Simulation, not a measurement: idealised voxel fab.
process module | voxel ribs on slabs
cross-section cut | 190 nm wide | cells 5 nm
A cross-section is a grid of square cells, given in bands from the top down. A band is one or more rows of cells.
Each band's line starts with the height of the band's top and of its bottom, in nm. Then come its materials from left to right, each with its width in nm. One material with "throughout" fills the band from edge to edge. "air" is empty space.
Height 0 is the level under which the wafer as received is all one material. The lowest band goes on downwards, as in "0 down".
A width such as "30 to 40" changes by the same amount from each row of cells to the next, from the band's top row to its bottom row.
"no change" after a step means that no cell of the cross-section changed.
closed voids: empty space of 8 cells or more with no open way to the top, each as width x height at its distance from the left edge, in nm
after a step's settings: what the simulator itself notes on the step
overlay nm, on a step with a mask: how far to the right of its planned place the mask lay; to the left if negative
plan
1 op RECEIVE | material Si
2 op DIRECTIONAL_DEP | material SiO2 | thk nm 20
3 op DIRECTIONAL_DEP | material SiN | thk nm 25
4 op DIRECTIONAL_DEP | material aC | thk nm 10
5 op PATTERN | tone cover | mask id RIB | material resist | width nm 20 | thk nm 30 | overlay nm 0
6 op DIRECTIONAL_ETCH | etch materials aC | depth nm 10
7 op STRIP | etch materials resist
8 op DIRECTIONAL_ETCH | etch materials SiN | depth nm 10
9 op STRIP | etch materials aC
10 op DIRECTIONAL_DEP | material aC | thk nm 15
11 op PATTERN | tone cover | mask id SLAB | material resist | width nm 80 | thk nm 35 | overlay nm 0
12 op DIRECTIONAL_ETCH | etch materials aC | depth nm 15
13 op STRIP | etch materials resist
14 op DIRECTIONAL_ETCH | etch materials SiN | depth nm 15
15 op STRIP | etch materials aC
16 op FILL_DEP | material SiO2 | thk nm 20
17 op CMP | height nm 55
18 op DIRECTIONAL_DEP | material W | thk nm 5
19 op MASKED_ETCH | tone cover | mask id HEATER | width nm 30 | etch materials W | depth nm 5 | overlay nm 0
20 op CONFORMAL_DEP | material SiN | thk nm 5
as received, after step 1
  0 down: Si throughout
  closed voids: none
first wafer at the end, as planned
  65 to 60: air 75 | SiN 40 | air 75
  60 to 55: SiN 80 | W 30 | SiN 80
  55 to 45: SiO2 throughout
  45 to 35: SiO2 85 | SiN 20 | SiO2 85
  35 to 20: SiO2 55 | SiN 80 | SiO2 55
  20 to 0: SiO2 throughout
  0 down: Si throughout
  closed voids: none
second wafer at the end: like start, like plan, one mistake
  65 to 60: air 75 | SiN 40 | air 75
  60 to 55: SiN 80 | W 30 | SiN 80
  55 to 35: SiO2 throughout
  35 to 30: SiN 55 | SiO2 80 | SiN 55
  30 to 20: SiN 55 | SiO2 30 | SiN 20 | SiO2 30 | SiN 55
  20 to 0: SiO2 throughout
  0 down: Si throughout
  closed voids: none
what went wrong: step 11 ran as: op PATTERN | tone open | mask id SLAB | material resist | width nm 80 | thk nm 35 | overlay nm 0
at the end the second wafer has, in cells: 18 more of SiN | 18 fewer of SiO2
